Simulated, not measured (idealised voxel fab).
Module name: voxel tone inversion (process module)
Cross-sectional view cut (width: 165 nm; square cell size: 5 nm).
Reading order for cross-sections: top band down to bottom band. Underlying form: a grid of square cells. Band size: one or more rows of cells.
The band entry comprises the height of the band's top followed by the height of its bottom, expressed in nm, and subsequently the band's materials from left to right, each stated together with its width in nm. Where a single material is marked with the word "everywhere", that material fills the band from edge to edge. The word "blank" represents empty space.
The level at which height equals 0 is the one under which the wafer, as it arrives, is entirely one material. No lower edge exists for the bottom band, which continues downward and is notated as in "0 down".
Width "30..40": first value at the band's top row of cells, second value at its bottom row, equal change from row to row.
Any step labelled "no change occurred" changed none of the cells in the cross-section.
The list in "Enclosed void entries" covers empty spaces of 8 cells or more that cannot reach the top through any open way, and it gives each as width x height at distance; the distance is from the left edge, and width, height and distance are in nm.
Formally, on a step line, whatever follows the settings is a remark that the simulator itself makes on the step.
When a step includes a mask, the "overlay nm" setting on its line states how far to the right of its planned place that mask lay, and negative values state how far to the left.

STEPS IN THE PROCESS PLAN
1 RECEIVE with material Si
2 CONFORMAL_DEP with material SiN, thk nm 5
3 DIRECTIONAL_DEP with material polySi, thk nm 20
4 PATTERN with tone cover, mask id POSTS, material resist, width nm 20, pitch nm 35, thk nm 25, overlay nm 0
5 DIRECTIONAL_ETCH with etch materials polySi, depth nm 20
6 STRIP with etch materials resist
7 FILL_DEP with material lowk, thk nm 10
8 CMP with height nm 25
9 STRIP with etch materials polySi

CROSS-SECTION OF THE WAFER UPON ARRIVAL, REPRESENTING THE STATE REACHED AFTER STEP 1
> 0 down  Si everywhere
> Enclosed void entries: none

RUN AS PLANNED - FIRST OF THE TWO WAFERS CROSS-SECTIONED AT THE END OF THE MODULE
> 25 to 5  20 nm lowk; 20 nm blank; 15 nm lowk; 20 nm blank; 15 nm lowk; 20 nm blank; 15 nm lowk; 20 nm blank; 20 nm lowk
> 5 to 0  SiN everywhere
> 0 down  Si everywhere
> Enclosed void entries: none

WHAT THE SECOND WAFER LOOKS LIKE IN CROSS-SECTION ONCE THE MODULE IS DONE. ITS START AND ITS PLAN MATCHED THE FIRST WAFER'S EXACTLY; WHAT DIFFERED WAS ONE MISTAKE IN HOW IT WAS RUN
> 25 to 5  25 nm lowk; 15 nm blank; 20 nm lowk; 15 nm blank; 20 nm lowk; 15 nm blank; 20 nm lowk; 15 nm blank; 20 nm lowk
> 5 to 0  SiN everywhere
> 0 down  Si everywhere
> Enclosed void entries: none
What was the processing mistake? rather than as planned, step 4 actually ran as PATTERN with tone cover, mask id POSTS, material resist, width nm 15, pitch nm 35, thk nm 25, overlay nm 0
Wafer comparison, final, in cells, second relative to first, materials more or fewer: lowk +16
